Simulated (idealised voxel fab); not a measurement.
process module | voxel trench capacitor
250 nm wide, 5 nm square cells: that's cross-section cut.
Think of the cross-section as a grid of square cells. We describe it in bands, top to bottom, and each band covers one or more rows of those cells.
In this notation a band is specified by the heights of its top and bottom, in that order and in nm, after which its materials appear from left to right, each paired with its width in nm. The word "full width" attached to a single material means that material fills the band from edge to edge; the word "air" stands for empty space.
All heights in this document are referenced to 0, defined as the level beneath which the wafer, as received, consists entirely of one material. The lowest band is not bounded below; it extends indefinitely downward and is written in the form "0 -> down".
The expression "30 to 40" gives the width at the extremes of the band, the first number at its top row of cells and the second at its bottom row, with the width changing by equal amounts from each row to the next in between.
Step marked "no modifications"? Then no cell in the cross-section changed in it.
"Voids, sealed" - sealed voids, min. 8 cells, no opening to top; format: width x height at distance (distance from left edge; nm throughout).
Step line, after settings: the simulator's comment on this step.
On any step carrying a mask, the "overlay nm" setting, if present on the step's line, tells how far right of its planned place the mask lay; negative values point to the left.

Below is the list of planned process steps
1. RECEIVE,material Si
2. CONFORMAL_DEP,material SiN,thk nm 10
3. PATTERN,tone open,mask id TRENCH,material resist,width nm 20,pitch nm 40,thk nm 20,overlay nm 0
4. DIRECTIONAL_ETCH,etch materials SiN,depth nm 10
5. DIRECTIONAL_ETCH,etch materials Si,depth nm 35
6. STRIP,etch materials resist
7. CONFORMAL_DEP,material Al2O3,thk nm 5
8. FILL_DEP,material polySi,thk nm 5
9. CMP,height nm 10

On the first of the two wafers: run conducted according to plan

As-received wafer cross-section (after step 1)
* 0 -> down | Si full width
* Voids, sealed: none

After step 2: wafer cross-section
* 10 -> 0 | SiN full width
* Everything below 0 is unchanged.

After step 3: wafer cross-section
* 30 -> 10 | 95 of resist  20 of air  20 of resist  20 of air  95 of resist
* Everything below 10 is unchanged.

After step 4: wafer cross-section
* 30 -> 10 | 95 of resist  20 of air  20 of resist  20 of air  95 of resist
* 10 -> 0 | 95 of SiN  20 of air  20 of SiN  20 of air  95 of SiN
* Everything below 0 is unchanged.

After step 5: wafer cross-section
* 30 -> 10 | 95 of resist  20 of air  20 of resist  20 of air  95 of resist
* 10 -> 0 | 95 of SiN  20 of air  20 of SiN  20 of air  95 of SiN
* 0 -> -35 | 95 of Si  20 of air  20 of Si  20 of air  95 of Si
* Everything below -35 is unchanged.

After step 6: wafer cross-section
* 10 -> 0 | 95 of SiN  20 of air  20 of SiN  20 of air  95 of SiN
* Everything below 0 is unchanged.

After step 7: wafer cross-section
* 15 -> 10 | 100 of Al2O3  10 of air  30 of Al2O3  10 of air  100 of Al2O3
* 10 -> 0 | 95 of SiN  5 of Al2O3  10 of air  5 of Al2O3  20 of SiN  5 of Al2O3  10 of air  5 of Al2O3  95 of SiN
* 0 -> -30 | 95 of Si  5 of Al2O3  10 of air  5 of Al2O3  20 of Si  5 of Al2O3  10 of air  5 of Al2O3  95 of Si
* -30 -> -35 | 95 of Si  20 of Al2O3  20 of Si  20 of Al2O3  95 of Si
* Everything below -35 is unchanged.

After step 8: wafer cross-section
* 20 -> 15 | polySi full width
* 15 -> 10 | 100 of Al2O3  10 of polySi  30 of Al2O3  10 of polySi  100 of Al2O3
* 10 -> 0 | 95 of SiN  5 of Al2O3  10 of polySi  5 of Al2O3  20 of SiN  5 of Al2O3  10 of polySi  5 of Al2O3  95 of SiN
* 0 -> -30 | 95 of Si  5 of Al2O3  10 of polySi  5 of Al2O3  20 of Si  5 of Al2O3  10 of polySi  5 of Al2O3  95 of Si
* Everything below -30 is unchanged.

After step 9: wafer cross-section
* 10 -> 0 | 95 of SiN  5 of Al2O3  10 of polySi  5 of Al2O3  20 of SiN  5 of Al2O3  10 of polySi  5 of Al2O3  95 of SiN
* Everything below 0 is unchanged.

The second wafer began exactly as the first did and followed the same plan, but one mistake was made while running it; through step 2 inclusive, the two wafers are identical

Cross-section of the second wafer at the time step 3 of the plan should have ended
* 30 -> 10 | 95 of air  20 of resist  20 of air  20 of resist  95 of air
* Everything below 10 is unchanged.

Cross-section of the second wafer at the time step 4 of the plan should have ended
* 30 -> 10 | 95 of air  20 of resist  20 of air  20 of resist  95 of air
* 10 -> 0 | 95 of air  20 of SiN  20 of air  20 of SiN  95 of air
* Everything below 0 is unchanged.

Cross-section of the second wafer at the time step 5 of the plan should have ended
* 30 -> 10 | 95 of air  20 of resist  20 of air  20 of resist  95 of air
* 10 -> 0 | 95 of air  20 of SiN  20 of air  20 of SiN  95 of air
* 0 -> -35 | 95 of air  20 of Si  20 of air  20 of Si  95 of air
* Everything below -35 is unchanged.

Cross-section of the second wafer at the time step 6 of the plan should have ended
* 10 -> 0 | 95 of air  20 of SiN  20 of air  20 of SiN  95 of air
* Everything below 0 is unchanged.

Cross-section of the second wafer at the time step 7 of the plan should have ended
* 15 -> 10 | 90 of air  30 of Al2O3  10 of air  30 of Al2O3  90 of air
* 10 -> 0 | 90 of air  5 of Al2O3  20 of SiN  5 of Al2O3  10 of air  5 of Al2O3  20 of SiN  5 of Al2O3  90 of air
* 0 -> -30 | 90 of air  5 of Al2O3  20 of Si  5 of Al2O3  10 of air  5 of Al2O3  20 of Si  5 of Al2O3  90 of air
* -30 -> -35 | 95 of Al2O3  20 of Si  20 of Al2O3  20 of Si  95 of Al2O3
* Everything below -35 is unchanged.

Cross-section of the second wafer at the time step 8 of the plan should have ended
* 20 -> 15 | polySi full width
* 15 -> 10 | 90 of polySi  30 of Al2O3  10 of polySi  30 of Al2O3  90 of polySi
* 10 -> 0 | 90 of polySi  5 of Al2O3  20 of SiN  5 of Al2O3  10 of polySi  5 of Al2O3  20 of SiN  5 of Al2O3  90 of polySi
* 0 -> -30 | 90 of polySi  5 of Al2O3  20 of Si  5 of Al2O3  10 of polySi  5 of Al2O3  20 of Si  5 of Al2O3  90 of polySi
* Everything below -30 is unchanged.

Cross-section of the second wafer at the time step 9 of the plan should have ended
* 10 -> 0 | 90 of polySi  5 of Al2O3  20 of SiN  5 of Al2O3  10 of polySi  5 of Al2O3  20 of SiN  5 of Al2O3  90 of polySi
* Everything below 0 is unchanged.
Diagnosis: in deviation from the planned setting, step 3 was conducted as PATTERN,tone cover,mask id TRENCH,material resist,width nm 20,pitch nm 40,thk nm 20,overlay nm 0
Counted in cells at the end, the second wafer holds more or fewer of these materials than the first: 34 more of Al2O3, 238 fewer of Si, 68 fewer of SiN, 272 more of polySi
